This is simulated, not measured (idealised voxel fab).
Title: Process Module voxel tone inversion
It is cross-section cut that appears here, measuring 230 nm in width, its square cells being 5 nm in size.
Cross-section spec: square-cell grid; bands listed top down; each band is one or more rows.
In this notation a band is specified by the heights of its top and bottom, in that order and in nm, after which its materials appear from left to right, each paired with its width in nm. The word "full width" attached to a single material means that material fills the band from edge to edge; the word "air" stands for empty space.
It should be noted that heights are counted from 0, beneath which the wafer as supplied is of one material throughout, and that the lowest band possesses no lower boundary but continues downward, as written in "z 0 and below".
A two-number width, for instance "30..40", indicates that the width is equal to the first number in the top row of the band and to the second number in the bottom row, and that it changes by a constant amount per row of cells.
No cell of the cross-section changed in a step that is given as "stayed the same".
"Entrapped void list" lists enclosed empty spaces (at least 8 cells, no open path upward to the top), each as width x height at distance from the left edge, in nm.
On each step's line, the part that comes after the settings is the simulator's own comment on the step.
overlay nm: mask offset rightward from planned place, masked step; negative means leftward offset.
The following list gives the planned process steps
- 1: RECEIVE: material Si
- 2: CONFORMAL_DEP: material SiN, thk nm 10
- 3: DIRECTIONAL_DEP: material polySi, thk nm 15
- 4: PATTERN: tone cover, mask id POSTS, material resist, width nm 15, pitch nm 30, thk nm 25, overlay nm 0
- 5: DIRECTIONAL_ETCH: etch materials polySi, depth nm 15
- 6: STRIP: etch materials resist
- 7: FILL_DEP: material lowk, thk nm 10
- 8: CMP: height nm 25
- 9: STRIP: etch materials polySi
- 10: CONFORMAL_DEP: material TiN, thk nm 5
- 11: FILL_DEP: material W, thk nm 10
- 12: CMP: height nm 25
- 13: CONFORMAL_DEP: material SiCN, thk nm 5
As-received state of the wafer in cross-section, equivalent to post-step 1
	z 0 and below = Si full width
	Entrapped void list: none
Here's the wafer cut in cross-section after the module, started and planned just like above, except one thing was done wrong in the run
	z 30 to 25 = SiCN full width
	z 25 to 15 = SiN full width
	z 15 to 0 = polySi full width
	z 0 and below = Si full width
	Entrapped void list: none
Want to know what went wrong? sequence error: steps 2 and 3 interchanged
